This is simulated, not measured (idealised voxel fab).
This section sets out a process module, namely voxel quadruple lines.
Each square cell in cross-section cut measures 5 nm, and the section as a whole is 280 nm wide.
Format of a cross-section: grid, square cells. Given as bands. Order: top down. Band: one or more rows of cells.
Read a band's entry like this: the first values are the height of its top and the height of its bottom in nm, and what follows is the sequence of materials from left to right, each with its width in nm. Note that "empty" is empty space, and that a single material marked "throughout" reaches across the band from edge to edge.
Zero point of the height axis is 0; under it, received wafer = one material. Lowest band: continues down indefinitely, "0 -> down".
Quick explanation for "30..40": the width changes in equal steps down the rows of cells, from the first number in the band's top row to the second number in its bottom row.
"remained the same" after a step means that no cell of the cross-section changed.
Any empty space of 8 cells or more lacking an open way to the top shows up in "Cavities, sealed" as width x height at distance, distance from the left edge, in nm.
On a step's line, text after the settings is the simulator commenting on that step.
overlay nm: mask offset rightward from planned place, masked step; negative means leftward offset.
This section lists the process steps that were planned
1,RECEIVE with material Si
2,CONFORMAL_DEP with material SiO2, thk nm 10
3,DIRECTIONAL_DEP with material W, thk nm 10
4,DIRECTIONAL_DEP with material polySi, thk nm 20
5,DIRECTIONAL_DEP with material aC, thk nm 20
6,PATTERN with tone cover, mask id MANDREL, material resist, width nm 20, pitch nm 60, thk nm 25, overlay nm 0
7,DIRECTIONAL_ETCH with etch materials aC, depth nm 20
8,STRIP with etch materials resist
9,CONFORMAL_DEP with material SiO2, thk nm 10
10,DIRECTIONAL_ETCH with etch materials SiO2, depth nm 10
11,STRIP with etch materials aC
12,DIRECTIONAL_ETCH with etch materials polySi, depth nm 20
13,STRIP with etch materials SiO2
14,CONFORMAL_DEP with material SiCN, thk nm 5
15,DIRECTIONAL_ETCH with etch materials SiCN, depth nm 5
16,STRIP with etch materials polySi
17,DIRECTIONAL_ETCH with etch materials W, depth nm 10
18,STRIP with etch materials SiCN
First of two wafers, with the run carried out as planned
The cross-section here shows the wafer as received, i.e. in its state after step 1
- 0 -> down  Si throughout
- Cavities, sealed: none
Take a look at the wafer's cross-section after step 2
- 10 -> 0  SiO2 throughout
- Lower than 0, everything is as it was.
Take a look at the wafer's cross-section after step 3
- 20 -> 10  W throughout
- Lower than 10, everything is as it was.
Take a look at the wafer's cross-section after step 4
- 40 -> 20  polySi throughout
- Lower than 20, everything is as it was.
Take a look at the wafer's cross-section after step 5
- 60 -> 40  aC throughout
- Lower than 40, everything is as it was.
Take a look at the wafer's cross-section after step 6
- 85 -> 60  100 of empty | 20 of resist | 40 of empty | 20 of resist | 100 of empty
- Lower than 60, everything is as it was.
Take a look at the wafer's cross-section after step 7
- 65 -> 60  100 of empty | 20 of resist | 40 of empty | 20 of resist | 100 of empty
- 60 -> 40  100 of empty | 20 of aC | 40 of empty | 20 of aC | 100 of empty
- Lower than 40, everything is as it was.
Take a look at the wafer's cross-section after step 8
- 60 -> 40  100 of empty | 20 of aC | 40 of empty | 20 of aC | 100 of empty
- Lower than 40, everything is as it was.
Take a look at the wafer's cross-section after step 9
- 70 -> 60  90 of empty | 40 of SiO2 | 20 of empty | 40 of SiO2 | 90 of empty
- 60 -> 50  90 of empty | 10 of SiO2 | 20 of aC | 10 of SiO2 | 20 of empty | 10 of SiO2 | 20 of aC | 10 of SiO2 | 90 of empty
- 50 -> 40  100 of SiO2 | 20 of aC | 40 of SiO2 | 20 of aC | 100 of SiO2
- Lower than 40, everything is as it was.
Take a look at the wafer's cross-section after step 10
- 60 -> 40  90 of empty | 10 of SiO2 | 20 of aC | 10 of SiO2 | 20 of empty | 10 of SiO2 | 20 of aC | 10 of SiO2 | 90 of empty
- Lower than 40, everything is as it was.
Take a look at the wafer's cross-section after step 11
- 60 -> 40  90 of empty | 10 of SiO2 | 20 of empty | 10 of SiO2 | 20 of empty | 10 of SiO2 | 20 of empty | 10 of SiO2 | 90 of empty
- Lower than 40, everything is as it was.
Take a look at the wafer's cross-section after step 12
- 60 -> 40  90 of empty | 10 of SiO2 | 20 of empty | 10 of SiO2 | 20 of empty | 10 of SiO2 | 20 of empty | 10 of SiO2 | 90 of empty
- 40 -> 20  90 of empty | 10 of polySi | 20 of empty | 10 of polySi | 20 of empty | 10 of polySi | 20 of empty | 10 of polySi | 90 of empty
- Lower than 20, everything is as it was.
Take a look at the wafer's cross-section after step 13
- 40 -> 20  90 of empty | 10 of polySi | 20 of empty | 10 of polySi | 20 of empty | 10 of polySi | 20 of empty | 10 of polySi | 90 of empty
- Lower than 20, everything is as it was.
Take a look at the wafer's cross-section after step 14
- 45 -> 40  85 of empty | 20 of SiCN | 10 of empty | 20 of SiCN | 10 of empty | 20 of SiCN | 10 of empty | 20 of SiCN | 85 of empty
- 40 -> 25  85 of empty | 5 of SiCN | 10 of polySi | 5 of SiCN | 10 of empty | 5 of SiCN | 10 of polySi | 5 of SiCN | 10 of empty | 5 of SiCN | 10 of polySi | 5 of SiCN | 10 of empty | 5 of SiCN | 10 of polySi | 5 of SiCN | 85 of empty
- 25 -> 20  90 of SiCN | 10 of polySi | 20 of SiCN | 10 of polySi | 20 of SiCN | 10 of polySi | 20 of SiCN | 10 of polySi | 90 of SiCN
- Lower than 20, everything is as it was.
Take a look at the wafer's cross-section after step 15
- 40 -> 20  85 of empty | 5 of SiCN | 10 of polySi | 5 of SiCN | 10 of empty | 5 of SiCN | 10 of polySi | 5 of SiCN | 10 of empty | 5 of SiCN | 10 of polySi | 5 of SiCN | 10 of empty | 5 of SiCN | 10 of polySi | 5 of SiCN | 85 of empty
- Lower than 20, everything is as it was.
Take a look at the wafer's cross-section after step 16
- 40 -> 20  85 of empty | 5 of SiCN | 10 of empty | 5 of SiCN | 10 of empty | 5 of SiCN | 10 of empty | 5 of SiCN | 10 of empty | 5 of SiCN | 10 of empty | 5 of SiCN | 10 of empty | 5 of SiCN | 10 of empty | 5 of SiCN | 85 of empty
- Lower than 20, everything is as it was.
Take a look at the wafer's cross-section after step 17
- 40 -> 20  85 of empty | 5 of SiCN | 10 of empty | 5 of SiCN | 10 of empty | 5 of SiCN | 10 of empty | 5 of SiCN | 10 of empty | 5 of SiCN | 10 of empty | 5 of SiCN | 10 of empty | 5 of SiCN | 10 of empty | 5 of SiCN | 85 of empty
- 20 -> 10  85 of empty | 5 of W | 10 of empty | 5 of W | 10 of empty | 5 of W | 10 of empty | 5 of W | 10 of empty | 5 of W | 10 of empty | 5 of W | 10 of empty | 5 of W | 10 of empty | 5 of W | 85 of empty
- Lower than 10, everything is as it was.
Take a look at the wafer's cross-section after step 18
- 20 -> 10  85 of empty | 5 of W | 10 of empty | 5 of W | 10 of empty | 5 of W | 10 of empty | 5 of W | 10 of empty | 5 of W | 10 of empty | 5 of W | 10 of empty | 5 of W | 10 of empty | 5 of W | 85 of empty
- Lower than 10, everything is as it was.
The Second Wafer: Common Origin and Plan, One Mistake in Execution, Identical to the First Through Step 1
Second wafer, section view, time point: scheduled end of step 2: remained the same
Second wafer, section view, time point: scheduled end of step 3
- 10 -> 0  W throughout
- Lower than 0, everything is as it was.
Second wafer, section view, time point: scheduled end of step 4
- 30 -> 10  polySi throughout
- Lower than 10, everything is as it was.
Second wafer, section view, time point: scheduled end of step 5
- 50 -> 30  aC throughout
- Lower than 30, everything is as it was.
Second wafer, section view, time point: scheduled end of step 6
- 75 -> 50  100 of empty | 20 of resist | 40 of empty | 20 of resist | 100 of empty
- Lower than 50, everything is as it was.
Second wafer, section view, time point: scheduled end of step 7
- 55 -> 50  100 of empty | 20 of resist | 40 of empty | 20 of resist | 100 of empty
- 50 -> 30  100 of empty | 20 of aC | 40 of empty | 20 of aC | 100 of empty
- Lower than 30, everything is as it was.
Second wafer, section view, time point: scheduled end of step 8
- 50 -> 30  100 of empty | 20 of aC | 40 of empty | 20 of aC | 100 of empty
- Lower than 30, everything is as it was.
Second wafer, section view, time point: scheduled end of step 9
- 60 -> 50  90 of empty | 40 of SiO2 | 20 of empty | 40 of SiO2 | 90 of empty
- 50 -> 40  90 of empty | 10 of SiO2 | 20 of aC | 10 of SiO2 | 20 of empty | 10 of SiO2 | 20 of aC | 10 of SiO2 | 90 of empty
- 40 -> 30  100 of SiO2 | 20 of aC | 40 of SiO2 | 20 of aC | 100 of SiO2
- Lower than 30, everything is as it was.
Second wafer, section view, time point: scheduled end of step 10
- 50 -> 30  90 of empty | 10 of SiO2 | 20 of aC | 10 of SiO2 | 20 of empty | 10 of SiO2 | 20 of aC | 10 of SiO2 | 90 of empty
- Lower than 30, everything is as it was.
Second wafer, section view, time point: scheduled end of step 11
- 50 -> 30  90 of empty | 10 of SiO2 | 20 of empty | 10 of SiO2 | 20 of empty | 10 of SiO2 | 20 of empty | 10 of SiO2 | 90 of empty
- Lower than 30, everything is as it was.
Second wafer, section view, time point: scheduled end of step 12
- 50 -> 30  90 of empty | 10 of SiO2 | 20 of empty | 10 of SiO2 | 20 of empty | 10 of SiO2 | 20 of empty | 10 of SiO2 | 90 of empty
- 30 -> 10  90 of empty | 10 of polySi | 20 of empty | 10 of polySi | 20 of empty | 10 of polySi | 20 of empty | 10 of polySi | 90 of empty
- Lower than 10, everything is as it was.
Second wafer, section view, time point: scheduled end of step 13
- 30 -> 10  90 of empty | 10 of polySi | 20 of empty | 10 of polySi | 20 of empty | 10 of polySi | 20 of empty | 10 of polySi | 90 of empty
- Lower than 10, everything is as it was.
Second wafer, section view, time point: scheduled end of step 14
- 35 -> 30  85 of empty | 20 of SiCN | 10 of empty | 20 of SiCN | 10 of empty | 20 of SiCN | 10 of empty | 20 of SiCN | 85 of empty
- 30 -> 15  85 of empty | 5 of SiCN | 10 of polySi | 5 of SiCN | 10 of empty | 5 of SiCN | 10 of polySi | 5 of SiCN | 10 of empty | 5 of SiCN | 10 of polySi | 5 of SiCN | 10 of empty | 5 of SiCN | 10 of polySi | 5 of SiCN | 85 of empty
- 15 -> 10  90 of SiCN | 10 of polySi | 20 of SiCN | 10 of polySi | 20 of SiCN | 10 of polySi | 20 of SiCN | 10 of polySi | 90 of SiCN
- Lower than 10, everything is as it was.
Second wafer, section view, time point: scheduled end of step 15
- 30 -> 10  85 of empty | 5 of SiCN | 10 of polySi | 5 of SiCN | 10 of empty | 5 of SiCN | 10 of polySi | 5 of SiCN | 10 of empty | 5 of SiCN | 10 of polySi | 5 of SiCN | 10 of empty | 5 of SiCN | 10 of polySi | 5 of SiCN | 85 of empty
- Lower than 10, everything is as it was.
Second wafer, section view, time point: scheduled end of step 16
- 30 -> 10  85 of empty | 5 of SiCN | 10 of empty | 5 of SiCN | 10 of empty | 5 of SiCN | 10 of empty | 5 of SiCN | 10 of empty | 5 of SiCN | 10 of empty | 5 of SiCN | 10 of empty | 5 of SiCN | 10 of empty | 5 of SiCN | 85 of empty
- Lower than 10, everything is as it was.
Second wafer, section view, time point: scheduled end of step 17
- 30 -> 10  85 of empty | 5 of SiCN | 10 of empty | 5 of SiCN | 10 of empty | 5 of SiCN | 10 of empty | 5 of SiCN | 10 of empty | 5 of SiCN | 10 of empty | 5 of SiCN | 10 of empty | 5 of SiCN | 10 of empty | 5 of SiCN | 85 of empty
- 10 -> 0  85 of empty | 5 of W | 10 of empty | 5 of W | 10 of empty | 5 of W | 10 of empty | 5 of W | 10 of empty | 5 of W | 10 of empty | 5 of W | 10 of empty | 5 of W | 10 of empty | 5 of W | 85 of empty
- Lower than 0, everything is as it was.
Second wafer, section view, time point: scheduled end of step 18
- 10 -> 0  85 of empty | 5 of W | 10 of empty | 5 of W | 10 of empty | 5 of W | 10 of empty | 5 of W | 10 of empty | 5 of W | 10 of empty | 5 of W | 10 of empty | 5 of W | 10 of empty | 5 of W | 85 of empty
- Lower than 0, everything is as it was.
What was the processing mistake? plan step 2 never ran because it was skipped
Wafer comparison, final, in cells, second relative to first, materials more or fewer: SiO2: 112 fewer
